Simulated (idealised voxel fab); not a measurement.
Herein follows the process module entitled voxel double patterning.
Cross-section cut spans 265 nm and uses square cells 5 nm in size.
Notation: cross-section as square-cell grid; stated in bands, top first, going down; one or more cell rows per band. What a band's entry tells you: where the top is and where the bottom is, as heights in nm, and after that what lies inside, material by material from left to right, each with its width in nm. Empty space is written as the word "air", and a single material marked with the word "throughout" occupies the band from edge to edge. For the purposes of this specification, 0 denotes the height below which the wafer in its as-received condition is composed wholly of one material, and the lowermost band, lacking a lower limit, extends downward without end, as expressed in "from 0 down". Per-row width for "30 to 40": begins at first number (top row of band), ends at second number (bottom row), increment between rows held constant. Any step labelled "nothing was modified" changed none of the cells in the cross-section. What "Cavities, sealed" gives you is every empty space of 8 cells or more that is cut off from the top. Each appears as width x height at distance, with the distance taken from the left edge and width, height and distance all in nm. Anything after a step's settings on that line? It's the simulator's own note about the step. If you see "overlay nm" on a step's line and that step has a mask, it's telling you how far right of where it was planned the mask ended up; a negative number means it went left instead.

The following list gives the planned process steps
- 1: RECEIVE [material Si]
- 2: CONFORMAL_DEP [material SiO2] [thk nm 5]
- 3: DIRECTIONAL_DEP [material polySi] [thk nm 20]
- 4: DIRECTIONAL_DEP [material SiN] [thk nm 5]
- 5: PATTERN [tone open] [mask id FIRST] [material resist] [width nm 15] [pitch nm 50] [thk nm 15] [overlay nm 0]
- 6: DIRECTIONAL_ETCH [etch materials SiN] [depth nm 5]
- 7: STRIP [etch materials resist]
- 8: DIRECTIONAL_DEP [material aC] [thk nm 10]
- 9: PATTERN [tone open] [mask id SECOND] [material resist] [width nm 15] [pitch nm 50] [thk nm 30] [overlay nm 0]
- 10: DIRECTIONAL_ETCH [etch materials aC] [depth nm 10]
- 11: STRIP [etch materials resist]
- 12: DIRECTIONAL_ETCH [etch materials SiN] [depth nm 5]
- 13: STRIP [etch materials aC]
- 14: DIRECTIONAL_ETCH [etch materials polySi] [depth nm 20]
- 15: STRIP [etch materials SiN]

This is the cross-section of the wafer as we received it, i.e. after step 1
	from 0 down: Si throughout
	Cavities, sealed: none

Cross-section at module end, one run error; start and plan unchanged from above
	from 25 to 5: 100 air, 15 polySi, 35 air, 15 polySi, 100 air
	from 5 to 0: SiO2 throughout
	from 0 down: Si throughout
	Cavities, sealed: none
Heads up, the wafer didn't run the way we planned it: step 9 ran as: PATTERN [tone cover] [mask id SECOND] [material resist] [width nm 15] [pitch nm 50] [thk nm 30] [overlay nm 0]
